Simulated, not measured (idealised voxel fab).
Module name: voxel ribs on slabs (process module)
Pictured: cross-section cut, 195 nm wide, on a grid of 5 nm square cells.
We lay out every cross-section as a grid of square cells and spell it out in bands from the top down, where one band means one or more rows of cells. Heights first: top, then bottom, in nm. Then materials, left to right, each with a width in nm. "everywhere" on a single material: fills the band edge to edge. "blank": empty space. Below 0: as-received wafer, all one material; heights counted from there. Lowest band: no bottom, goes on down, written "0 down". With a width like "30..40", each row of cells in the band differs from the next by the same amount, the top row carrying the first number and the bottom row the second. Where a step carries "no modifications", the cross-section came out of it unchanged, cell for cell. Closed empty spaces (no open way to the top) of 8 cells or more are what "Encapsulated voids" lists, each as width x height at distance from the left edge, nm for all three. Step line, after settings: the simulator's comment on this step. overlay nm: how far to the right of its planned place the mask lay on this masked step (negative: to the left).

The steps planned for the process are as follows
1,RECEIVE, material Si
2,DIRECTIONAL_DEP, material SiO2, thk nm 25
3,DIRECTIONAL_DEP, material polySi, thk nm 15
4,DIRECTIONAL_DEP, material aC, thk nm 15
5,PATTERN, tone cover, mask id RIB, material resist, width nm 15, thk nm 35, overlay nm 0
6,DIRECTIONAL_ETCH, etch materials aC, depth nm 15
7,STRIP, etch materials resist
8,DIRECTIONAL_ETCH, etch materials polySi, depth nm 10
9,STRIP, etch materials aC
10,MASKED_ETCH, tone cover, mask id SLAB, width nm 45, etch materials polySi, depth nm 5, overlay nm 0
11,FILL_DEP, material SiO2, thk nm 20
12,CMP, height nm 50
13,DIRECTIONAL_DEP, material W, thk nm 5
14,PATTERN, tone cover, mask id HEATER, material resist, width nm 25, thk nm 15, overlay nm 0
15,DIRECTIONAL_ETCH, etch materials W, depth nm 5
16,STRIP, etch materials resist
17,CONFORMAL_DEP, material SiN, thk nm 5

Concerning the first of two wafers, which was run in accordance with the plan

Wafer as received: cross-section following step 1
* 0 down = Si everywhere
* Encapsulated voids: none

Wafer after step 2 (cross-section)
* 25 to 0 = SiO2 everywhere
* Everything under 0 stays put, no change at all.

Wafer after step 3 (cross-section)
* 40 to 25 = polySi everywhere
* Everything under 25 stays put, no change at all.

Wafer after step 4 (cross-section)
* 55 to 40 = aC everywhere
* Everything under 40 stays put, no change at all.

Wafer after step 5 (cross-section)
* 90 to 55 = 90 blank / 15 resist / 90 blank
* Everything under 55 stays put, no change at all.

Wafer after step 6 (cross-section)
* 75 to 55 = 90 blank / 15 resist / 90 blank
* 55 to 40 = 90 blank / 15 aC / 90 blank
* Everything under 40 stays put, no change at all.

Wafer after step 7 (cross-section)
* 55 to 40 = 90 blank / 15 aC / 90 blank
* Everything under 40 stays put, no change at all.

Wafer after step 8 (cross-section)
* 55 to 40 = 90 blank / 15 aC / 90 blank
* 40 to 30 = 90 blank / 15 polySi / 90 blank
* Everything under 30 stays put, no change at all.

Wafer after step 9 (cross-section)
* 40 to 30 = 90 blank / 15 polySi / 90 blank
* Everything under 30 stays put, no change at all.

Wafer after step 10 (cross-section)
* 40 to 30 = 90 blank / 15 polySi / 90 blank
* 30 to 25 = 75 blank / 45 polySi / 75 blank
* Everything under 25 stays put, no change at all.

Wafer after step 11 (cross-section)
* 60 to 40 = SiO2 everywhere
* 40 to 30 = 90 SiO2 / 15 polySi / 90 SiO2
* 30 to 25 = 75 SiO2 / 45 polySi / 75 SiO2
* Everything under 25 stays put, no change at all.

Wafer after step 12 (cross-section)
* 50 to 40 = SiO2 everywhere
* Everything under 40 stays put, no change at all.

Wafer after step 13 (cross-section)
* 55 to 50 = W everywhere
* Everything under 50 stays put, no change at all.

Wafer after step 14 (cross-section)
* 70 to 55 = 85 blank / 25 resist / 85 blank
* Everything under 55 stays put, no change at all.

Wafer after step 15 (cross-section)
* 70 to 55 = 85 blank / 25 resist / 85 blank
* 55 to 50 = 85 blank / 25 W / 85 blank
* Everything under 50 stays put, no change at all.

Wafer after step 16 (cross-section)
* 55 to 50 = 85 blank / 25 W / 85 blank
* Everything under 50 stays put, no change at all.

Wafer after step 17 (cross-section)
* 60 to 55 = 80 blank / 35 SiN / 80 blank
* 55 to 50 = 85 SiN / 25 W / 85 SiN
* Everything under 50 stays put, no change at all.

second wafer: like start, like plan, one mistake. Through step 2 it matches the first wafer

Second wafer: cross-section at the scheduled end of step 3
* 45 to 25 = polySi everywhere
* Everything under 25 stays put, no change at all.

Second wafer: cross-section at the scheduled end of step 4
* 60 to 45 = aC everywhere
* Everything under 45 stays put, no change at all.

Second wafer: cross-section at the scheduled end of step 5
* 95 to 60 = 90 blank / 15 resist / 90 blank
* Everything under 60 stays put, no change at all.

Second wafer: cross-section at the scheduled end of step 6
* 80 to 60 = 90 blank / 15 resist / 90 blank
* 60 to 45 = 90 blank / 15 aC / 90 blank
* Everything under 45 stays put, no change at all.

Second wafer: cross-section at the scheduled end of step 7
* 60 to 45 = 90 blank / 15 aC / 90 blank
* Everything under 45 stays put, no change at all.

Second wafer: cross-section at the scheduled end of step 8
* 60 to 45 = 90 blank / 15 aC / 90 blank
* 45 to 35 = 90 blank / 15 polySi / 90 blank
* Everything under 35 stays put, no change at all.

Second wafer: cross-section at the scheduled end of step 9
* 45 to 35 = 90 blank / 15 polySi / 90 blank
* Everything under 35 stays put, no change at all.

Second wafer: cross-section at the scheduled end of step 10
* 45 to 35 = 90 blank / 15 polySi / 90 blank
* 35 to 30 = 75 blank / 45 polySi / 75 blank
* Everything under 30 stays put, no change at all.

Second wafer: cross-section at the scheduled end of step 11
* 65 to 45 = SiO2 everywhere
* 45 to 35 = 90 SiO2 / 15 polySi / 90 SiO2
* 35 to 30 = 75 SiO2 / 45 polySi / 75 SiO2
* Everything under 30 stays put, no change at all.

Second wafer: cross-section at the scheduled end of step 12
* 50 to 45 = SiO2 everywhere
* Everything under 45 stays put, no change at all.

Second wafer: cross-section at the scheduled end of step 13
* 55 to 50 = W everywhere
* Everything under 50 stays put, no change at all.

Second wafer: cross-section at the scheduled end of step 14
* 70 to 55 = 85 blank / 25 resist / 85 blank
* Everything under 55 stays put, no change at all.

Second wafer: cross-section at the scheduled end of step 15
* 70 to 55 = 85 blank / 25 resist / 85 blank
* 55 to 50 = 85 blank / 25 W / 85 blank
* Everything under 50 stays put, no change at all.

Second wafer: cross-section at the scheduled end of step 16
* 55 to 50 = 85 blank / 25 W / 85 blank
* Everything under 50 stays put, no change at all.

Second wafer: cross-section at the scheduled end of step 17
* 60 to 55 = 80 blank / 35 SiN / 80 blank
* 55 to 50 = 85 SiN / 25 W / 85 SiN
* Everything under 50 stays put, no change at all.
Finding, execution versus plan: it should be noted that step 3 was executed with settings other than those planned, the operation and settings actually applied being DIRECTIONAL_DEP, material polySi, thk nm 20
Upon completion, the second wafer contains, in terms of cells, a greater or smaller amount of certain materials than the first wafer: -39 SiO2, +39 polySi
